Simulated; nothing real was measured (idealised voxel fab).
process module | voxel gate over fins
cross-section cut | 170 nm wide | cells 5 nm
A cross-section is a grid of square cells, given in bands from the top down. A band is one or more rows of cells.
Each band's line starts with the height of the band's top and of its bottom, in nm. Then come its materials from left to right, each with its width in nm. One material with "throughout" fills the band from edge to edge. "air" is empty space.
Height 0 is the level under which the wafer as received is all one material. The lowest band goes on downwards, as in "0 down".
A width such as "30 to 40" changes by the same amount from each row of cells to the next, from the band's top row to its bottom row.
"no change" after a step means that no cell of the cross-section changed.
closed voids: empty space of 8 cells or more with no open way to the top, each as width x height at its distance from the left edge, in nm
after a step's settings: what the simulator itself notes on the step
overlay nm, on a step with a mask: how far to the right of its planned place the mask lay; to the left if negative
plan
1 op RECEIVE | material Si
2 op CONFORMAL_DEP | material SiN | thk nm 10
3 op DIRECTIONAL_DEP | material aC | thk nm 15
4 op PATTERN | tone cover | mask id FINS | material resist | width nm 15 | pitch nm 45 | thk nm 30 | overlay nm 0
5 op DIRECTIONAL_ETCH | etch materials aC | depth nm 15
6 op STRIP | etch materials resist
7 op DIRECTIONAL_ETCH | etch materials SiN | depth nm 10
8 op DIRECTIONAL_ETCH | etch materials Si | depth nm 40
9 op STRIP | etch materials aC
10 op FILL_DEP | material SiO2 | thk nm 10
11 op CMP | height nm 10
12 op SELECTIVE_ETCH | etch materials SiO2 | depth nm 25
13 op STRIP | etch materials SiN
14 op CONFORMAL_DEP | material HfO2 | thk nm 5
15 op CONFORMAL_DEP | material TiN | thk nm 5
16 op CONFORMAL_DEP | material TiAl | thk nm 5
17 op CONFORMAL_DEP | material TiN | thk nm 5
18 op FILL_DEP | material W | thk nm 15
19 op CMP | height nm 30
20 op CONFORMAL_DEP | material SiCN | thk nm 10
varied across the wafers: width nm of step 4. The plan shows the first wafer's value. All wafers start alike
first wafer as received, after step 1
  0 down: Si throughout
  closed voids: none
each wafer at the end: cells of each material gained (+) or lost (-) since it was received, then its closed voids
width nm 15 | +46 HfO2 | -224 Si | +68 SiCN | +140 SiO2 | +46 TiAl | +86 TiN | +110 W | closed voids: none
width nm 20 | +46 HfO2 | -208 Si | +68 SiCN | +130 SiO2 | +43 TiAl | +86 TiN | +107 W | closed voids: none
width nm 25 | +46 HfO2 | -192 Si | +68 SiCN | +120 SiO2 | +40 TiAl | +86 TiN | +104 W | closed voids: none
width nm 30 | +46 HfO2 | -176 Si | +68 SiCN | +110 SiO2 | +40 TiAl | +83 TiN | +101 W | closed voids: none
